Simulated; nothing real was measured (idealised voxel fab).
The process module presented herein is designated voxel capacitor over wiring.
Shown is cross-section cut, with a width of 155 nm and square cells of size 5 nm.
Each cross-section below is a grid of square cells, stated as bands in top-down order, with one or more rows of cells making up each band. A band entry consists of two parts. The first gives the height of the band's top and the height of its bottom, in nm. The rest lists the band's materials from left to right, each with its width in nm. A single material labelled with the word "all across" fills the band from edge to edge, and the word "empty" marks empty space. It should be noted that heights are counted from 0, beneath which the wafer as supplied is of one material throughout, and that the lowest band possesses no lower boundary but continues downward, as written in "0 nm and below". You'd read "30..40" like this: the band's top row of cells is as wide as the first number, its bottom row is as wide as the second, and going down, every row changes width by the same amount as the row before did. Any step labelled "remains unaltered" changed none of the cells in the cross-section. Voids not open to the top, 8 cells minimum: see "Encapsulated voids". Written width x height at distance; distance is from the left edge; nm. It should be noted that, on the line of a given step, the content following the step's settings is a remark produced by the simulator itself with respect to that step. Each step line may optionally specify "overlay nm", which for a step with a mask gives the rightward distance between the mask's planned place and where it lay, a negative value indicating the leftward direction.
So here's the lineup of process steps we planned
1,RECEIVE with material Si
2,CONFORMAL_DEP with material SiO2, thk nm 10
3,CONFORMAL_DEP with material SiCN, thk nm 5
4,DIRECTIONAL_DEP with material SiO2, thk nm 25
5,MASKED_ETCH with tone open, mask id METAL_1, width nm 25, pitch nm 95, etch materials SiO2, depth nm 25, overlay nm 0
6,MASKED_ETCH with tone open, mask id METAL_1, width nm 25, pitch nm 95, etch materials SiCN, depth nm 5, overlay nm 0
7,CONFORMAL_DEP with material TiN, thk nm 5
8,FILL_DEP with material Cu, thk nm 5
9,CMP with height nm 40
10,EPI with material Ru, thk nm 5
11,FILL_DEP with material SiCN, thk nm 5
12,DIRECTIONAL_DEP with material SiO2, thk nm 20
13,MASKED_ETCH with tone open, mask id PLUG_1, width nm 15, etch materials SiO2, depth nm 20, overlay nm 0
14,MASKED_ETCH with tone open, mask id PLUG_1, width nm 15, etch materials SiCN, depth nm 5, overlay nm 0
15,CONFORMAL_DEP with material TiN, thk nm 5
16,FILL_DEP with material Ru, thk nm 10
17,CMP with height nm 70
18,DIRECTIONAL_DEP with material TiN, thk nm 5
19,DIRECTIONAL_DEP with material SiN, thk nm 5
20,DIRECTIONAL_DEP with material TiN, thk nm 5
21,DIRECTIONAL_DEP with material aC, thk nm 15
22,PATTERN with tone cover, mask id UPPER_PLATE, material resist, width nm 75, thk nm 35, overlay nm 0
23,DIRECTIONAL_ETCH with etch materials aC, depth nm 15
24,STRIP with etch materials resist
25,DIRECTIONAL_ETCH with etch materials TiN, depth nm 5
26,DIRECTIONAL_ETCH with etch materials SiN, depth nm 5
27,STRIP with etch materials aC
28,MASKED_ETCH with tone cover, mask id LOWER_PLATE, width nm 85, etch materials TiN, depth nm 5, overlay nm 0
29,FILL_DEP with material SiO2, thk nm 20
30,CMP with height nm 100
31,MASKED_ETCH with tone open, mask id PLUG_2, width nm 15, etch materials SiO2, depth nm 15, overlay nm 0
32,CONFORMAL_DEP with material TiN, thk nm 5
33,FILL_DEP with material Cu, thk nm 5
34,CMP with height nm 100
35,CONFORMAL_DEP with material SiCN, thk nm 5
Delivered wafer in cross-section: state after step 1
    0 nm and below = Si all across
    Encapsulated voids: none
First of two wafers at the end of the module, shown in cross-section; run carried out as planned
    105 nm to 100 nm = SiCN all across
    100 nm to 90 nm = SiO2 35 nm; TiN 5 nm; Cu 5 nm; TiN 5 nm; SiO2 105 nm
    90 nm to 80 nm = SiO2 35..25 nm; TiN 15..75 nm; SiO2 105..55 nm
    80 nm to 75 nm = SiO2 25 nm; SiN 75 nm; SiO2 55 nm
    75 nm to 70 nm = SiO2 20 nm; TiN 85 nm; SiO2 50 nm
    70 nm to 50 nm = SiO2 25 nm; TiN 5 nm; Ru 5 nm; TiN 5 nm; SiO2 115 nm
    50 nm to 45 nm = SiCN 25 nm; TiN 15 nm; SiCN 115 nm
    45 nm to 40 nm = SiCN 10 nm; Ru 35 nm; SiCN 60 nm; Ru 35 nm; SiCN 15 nm
    40 nm to 15 nm = SiO2 15 nm; TiN 5 nm; Cu 15 nm; TiN 5 nm; SiO2 70 nm; TiN 5 nm; Cu 15 nm; TiN 5 nm; SiO2 20 nm
    15 nm to 10 nm = SiCN 15 nm; TiN 25 nm; SiCN 70 nm; TiN 25 nm; SiCN 20 nm
    10 nm to 0 nm = SiO2 all across
    0 nm and below = Si all across
    Encapsulated voids: none
This is the second of the two wafers, cross-sectioned at the end of the module; it started exactly like the first and was given the same plan, but it was run with one mistake
    105 nm to 100 nm = SiCN all across
    100 nm to 95 nm = SiO2 25 nm; TiN 75 nm; SiO2 55 nm
    95 nm to 90 nm = SiO2 25 nm; SiN 75 nm; SiO2 55 nm
    90 nm to 85 nm = SiO2 20 nm; TiN 85 nm; SiO2 50 nm
    85 nm to 75 nm = Ru all across
    75 nm to 70 nm = TiN 30 nm; Ru 5 nm; TiN 120 nm
    70 nm to 50 nm = SiO2 25 nm; TiN 5 nm; Ru 5 nm; TiN 5 nm; SiO2 115 nm
    50 nm to 45 nm = SiCN 25 nm; TiN 15 nm; SiCN 115 nm
    45 nm to 40 nm = SiCN 10 nm; Ru 35 nm; SiCN 60 nm; Ru 35 nm; SiCN 15 nm
    40 nm to 15 nm = SiO2 15 nm; TiN 5 nm; Cu 15 nm; TiN 5 nm; SiO2 70 nm; TiN 5 nm; Cu 15 nm; TiN 5 nm; SiO2 20 nm
    15 nm to 10 nm = SiCN 15 nm; TiN 25 nm; SiCN 70 nm; TiN 25 nm; SiCN 20 nm
    10 nm to 0 nm = SiO2 all across
    0 nm and below = Si all across
    Encapsulated voids: none
In executing the process, a mistake was made relative to the plan: step 17 was dropped from the plan's execution and never run
End check, counted in cells, second wafer has more or fewer of these materials than the first: Cu -2; Ru +63; SiO2 -84; TiN +23
